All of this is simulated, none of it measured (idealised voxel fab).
The name of this process module is voxel plated lines.
Section shown: cut. Width: 245 nm. Cell size: 5 nm, square.
We lay out every cross-section as a grid of square cells and spell it out in bands from the top down, where one band means one or more rows of cells. The entry gives the band's vertical extent as a top height and a bottom height in nm, then its horizontal make-up as materials from left to right, each with a width in nm. "blank" stands for empty space; a single material marked "everywhere" fills the band edge to edge. Heights from 0 (as-received wafer is one material below). Bottom band endless downward, as "0 down". Per-row width for "30 to 40": begins at first number (top row of band), ends at second number (bottom row), increment between rows held constant. Step marked "no modification"? Then no cell in the cross-section changed in it. This entry, "Closed void register", enumerates those empty regions of no fewer than 8 cells that possess no open connection to the top. Each region is reported in the form width x height at distance, the distance being taken from the left edge, with all three quantities expressed in nm. On each step's line, the part that comes after the settings is the simulator's own comment on the step. overlay nm: for a step with a mask, the amount by which the mask lay right of where it was planned; a negative amount means left of it.
PROCESS STEPS - PLAN
| 1 | RECEIVE, material Si |
| 2 | CONFORMAL_DEP, material SiO2, thk nm 5 |
| 3 | DIRECTIONAL_DEP, material TiN, thk nm 5 |
| 4 | PATTERN, tone open, mask id LINES, material resist, width nm 20, pitch nm 35, thk nm 40, overlay nm 0 |
| 5 | EPI, material Ru, thk nm 5 |
| 6 | EPI, material Ru, thk nm 5 |
| 7 | EPI, material Ru, thk nm 5 |
| 8 | STRIP, etch materials resist |
| 9 | DIRECTIONAL_ETCH, etch materials TiN, depth nm 5 |
| 10 | CONFORMAL_DEP, material SiCN, thk nm 10 |
AS RECEIVED, AFTER STEP 1
    0 down = Si everywhere
    Closed void register: none
FIRST WAFER AT THE END, AS PLANNED
    35 to 25 = blank 65, then SiCN 110, then blank 70
    25 to 15 = blank 65, then SiCN 10, then Ru 20, then SiCN 15, then Ru 20, then SiCN 15, then Ru 20, then SiCN 10, then blank 70
    15 to 10 = SiCN 75, then Ru 20, then SiCN 15, then Ru 20, then SiCN 15, then Ru 20, then SiCN 80
    10 to 5 = SiCN 75, then TiN 20, then SiCN 15, then TiN 20, then SiCN 15, then TiN 20, then SiCN 80
    5 to 0 = SiO2 everywhere
    0 down = Si everywhere
    Closed void register: none
WHAT THE SECOND WAFER LOOKS LIKE IN CROSS-SECTION ONCE THE MODULE IS DONE. ITS START AND ITS PLAN MATCHED THE FIRST WAFER'S EXACTLY; WHAT DIFFERED WAS ONE MISTAKE IN HOW IT WAS RUN
    40 to 25 = blank 60, then SiCN 120, then blank 65
    25 to 20 = blank 60, then SiCN 15, then Ru 20, then SiCN 15, then Ru 20, then SiCN 15, then Ru 20, then SiCN 15, then blank 65
    20 to 10 = SiCN 75, then Ru 20, then SiCN 15, then Ru 20, then SiCN 15, then Ru 20, then SiCN 80
    10 to 5 = SiCN 75, then TiN 20, then SiCN 15, then TiN 20, then SiCN 15, then TiN 20, then SiCN 80
    5 to 0 = SiO2 everywhere
    0 down = Si everywhere
    Closed void register: none
Plan not followed: step 10 ran as: CONFORMAL_DEP, material SiCN, thk nm 15
Looking at both finished wafers in cells, the second ends up ahead of or behind the first on some materials: 57 more of SiCN
